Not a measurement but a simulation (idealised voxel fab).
Process module, titled voxel fin reveal
It is cross-section cut that appears here, measuring 235 nm in width, its square cells being 5 nm in size.
Format of a cross-section: grid, square cells. Given as bands. Order: top down. Band: one or more rows of cells.
Top height, bottom height, nm. Materials left to right, width each, nm. Single material + "all across" = fills band edge to edge. "air" = empty.
Below 0: as-received wafer, all one material; heights counted from there. Lowest band: no bottom, goes on down, written "top 0, no bottom".
Quick explanation for "30 to 40": the width changes in equal steps down the rows of cells, from the first number in the band's top row to the second number in its bottom row.
For the purposes of this document, the phrase "nothing changed" attached to a step denotes that no cell within the cross-section was modified by that step.
The list in "Voids, sealed" covers empty spaces of 8 cells or more that cannot reach the top through any open way, and it gives each as width x height at distance; the distance is from the left edge, and width, height and distance are in nm.
Text after the settings on a step's line: the simulator's own remark on that step.
A step's line can hold "overlay nm"; with a mask on that step, the setting says how far right of the planned place the mask lay, while a negative setting says it lay to the left.

Set out below are the planned steps of the process:
| 1 | RECEIVE: material Si |
| 2 | CONFORMAL_DEP: material SiN, thk nm 5 |
| 3 | PATTERN: tone cover, mask id FINS, material resist, width nm 15, pitch nm 35, thk nm 15, overlay nm 0 |
| 4 | DIRECTIONAL_ETCH: etch materials SiN, depth nm 5 |
| 5 | DIRECTIONAL_ETCH: etch materials Si, depth nm 30 |
| 6 | STRIP: etch materials resist |
| 7 | OXIDIZE: depth nm 5 |
| 8 | FILL_DEP: material SiO2, thk nm 10 |
| 9 | CMP: height nm 5 |
| 10 | SELECTIVE_ETCH: etch materials SiO2, depth nm 15 |
| 11 | STRIP: etch materials SiN |
| 12 | CONFORMAL_DEP: material SiO2, thk nm 5 |

As-received wafer cross-section (after step 1):
    top 0, no bottom: Si all across
    Voids, sealed: none

First of two wafers at the end of the module, shown in cross-section; run carried out as planned:
    top 5, bottom 0: 90 air, 15 SiO2, 20 air, 15 SiO2, 95 air
    top 0, bottom -5: 90 air, 5 SiO2, 5 Si, 5 SiO2, 20 air, 5 SiO2, 5 Si, 5 SiO2, 95 air
    top -5, bottom -35: 95 SiO2, 5 Si, 30 SiO2, 5 Si, 100 SiO2
    top -35, no bottom: Si all across
    Voids, sealed: none

Second of two wafers, module complete, sectioned: it shares the first wafer's start and plan but was run with one mistake:
    top 5, bottom 0: 90 air, 15 SiO2, 20 air, 15 SiO2, 95 air
    top 0, bottom -20: 90 air, 5 SiO2, 5 Si, 5 SiO2, 20 air, 5 SiO2, 5 Si, 5 SiO2, 95 air
    top -20, bottom -35: 95 SiO2, 5 Si, 30 SiO2, 5 Si, 100 SiO2
    top -35, no bottom: Si all across
    Voids, sealed: none
Short version of what went wrong: step 10 of the plan was executed twice over
Final comparison by cell count, materials where the second wafer has more or fewer than the first: 123 fewer of SiO2
